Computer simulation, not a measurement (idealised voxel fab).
process module | voxel quadruple lines
cross-section cut | 215 nm wide | cells 5 nm
A cross-section is a grid of square cells, given in bands from the top down. A band is one or more rows of cells.
Each band's line starts with the height of the band's top and of its bottom, in nm. Then come its materials from left to right, each with its width in nm. One material with "throughout" fills the band from edge to edge. "air" is empty space.
Height 0 is the level under which the wafer as received is all one material. The lowest band goes on downwards, as in "0 down".
A width such as "30 to 40" changes by the same amount from each row of cells to the next, from the band's top row to its bottom row.
"no change" after a step means that no cell of the cross-section changed.
closed voids: empty space of 8 cells or more with no open way to the top, each as width x height at its distance from the left edge, in nm
after a step's settings: what the simulator itself notes on the step
overlay nm, on a step with a mask: how far to the right of its planned place the mask lay; to the left if negative
plan
1 op RECEIVE | material Si
2 op CONFORMAL_DEP | material SiO2 | thk nm 5
3 op DIRECTIONAL_DEP | material TiN | thk nm 15
4 op DIRECTIONAL_DEP | material polySi | thk nm 15
5 op DIRECTIONAL_DEP | material aC | thk nm 25
6 op PATTERN | tone cover | mask id MANDREL | material resist | width nm 35 | thk nm 35 | overlay nm 0
7 op DIRECTIONAL_ETCH | etch materials aC | depth nm 25
8 op STRIP | etch materials resist
9 op CONFORMAL_DEP | material SiO2 | thk nm 15
10 op DIRECTIONAL_ETCH | etch materials SiO2 | depth nm 15
11 op STRIP | etch materials aC
12 op DIRECTIONAL_ETCH | etch materials polySi | depth nm 15
13 op STRIP | etch materials SiO2
14 op CONFORMAL_DEP | material SiCN | thk nm 10
15 op DIRECTIONAL_ETCH | etch materials SiCN | depth nm 10
16 op STRIP | etch materials polySi
17 op DIRECTIONAL_ETCH | etch materials TiN | depth nm 15
18 op STRIP | etch materials SiCN
19 op FILL_DEP | material lowk | thk nm 10
20 op CMP | height nm 20
as received, after step 1
  0 down: Si throughout
  closed voids: none
a wafer at the end: this start, this plan, one mistake
  20 to 5: lowk 55 | TiN 10 | lowk 15 | TiN 10 | lowk 15 | TiN 10 | lowk 15 | TiN 10 | lowk 75
  5 to 0: SiO2 throughout
  0 down: Si throughout
  closed voids: none
what went wrong: step 6 ran as: op PATTERN | tone cover | mask id MANDREL | material resist | width nm 35 | thk nm 35 | overlay nm -10
